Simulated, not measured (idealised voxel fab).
The process module presented herein is designated voxel self aligned contacts.
This is section cut - it's 265 nm across, gridded in 5 nm square cells.
Cross-sections here: square-cell grids, written as top-down lists of bands, a band being one or more rows of cells.
Read a band's entry like this: the first values are the height of its top and the height of its bottom in nm, and what follows is the sequence of materials from left to right, each with its width in nm. Note that "air" is empty space, and that a single material marked "throughout" reaches across the band from edge to edge.
Convention: height 0 is the level below which the wafer, as received, is all one material. The lowest band does not terminate at the bottom but continues downward, represented as "0 and below".
The notation "30 to 40" denotes a width that varies across the rows of cells in the band, beginning at the first number in the top row, finishing at the second number in the bottom row, and changing by an identical amount from each row to the next.
"all unchanged" (step): cross-section cells unchanged, all of them.
For the entry "Closed void listing", the listed items are empty spaces with no open way to the top whose size is 8 cells or more; each item follows the pattern width x height at distance, where distance is from the left edge and all three are in nm.
That trailing text on a step's line, after the settings, is the simulator's own remark on the step.
overlay nm: right-of-plan distance of the mask on a masked step; negative values mean left-of-plan.
**Process steps - plan**
1: RECEIVE: material Si
2: CONFORMAL_DEP: material SiO2, thk nm 5
3: DIRECTIONAL_DEP: material polySi, thk nm 20
4: DIRECTIONAL_DEP: material SiN, thk nm 15
5: PATTERN: tone cover, mask id GATE, material resist, width nm 35, pitch nm 70, thk nm 15, overlay nm 0
6: DIRECTIONAL_ETCH: etch materials SiN, depth nm 15
7: DIRECTIONAL_ETCH: etch materials polySi, depth nm 20
8: STRIP: etch materials resist
9: CONFORMAL_DEP: material SiN, thk nm 5
10: DIRECTIONAL_ETCH: etch materials SiN, depth nm 5
11: FILL_DEP: material SiO2, thk nm 10
12: CMP: height nm 45
13: PATTERN: tone open, mask id CONTACT, material resist, width nm 55, thk nm 20, overlay nm 0
14: DIRECTIONAL_ETCH: etch materials SiO2, depth nm 45
15: STRIP: etch materials resist
16: CONFORMAL_DEP: material TiN, thk nm 5
17: FILL_DEP: material W, thk nm 5
18: CMP: height nm 45
19: CONFORMAL_DEP: material SiCN, thk nm 5
**Received-state cross-section, reflecting completion of step 1**
    0 and below  Si throughout
    Closed void listing: none
**Here's the wafer cut in cross-section after the module, started and planned just like above, except one thing was done wrong in the run**
    50 down to 45  SiCN throughout
    45 down to 40  105 nm SiO2; 20 nm TiN; 15 nm W; 20 nm TiN; 105 nm SiO2
    40 down to 25  75 nm SiO2; 45 nm SiN; 5 nm TiN; 15 nm W; 5 nm TiN; 45 nm SiN; 75 nm SiO2
    25 down to 20  120 nm SiO2; 25 nm TiN; 120 nm SiO2
    20 down to 0  polySi throughout
    0 and below  Si throughout
    Closed void listing: none
Diagnosis: deviation from plan: step 3 and step 2 executed in one another's positions
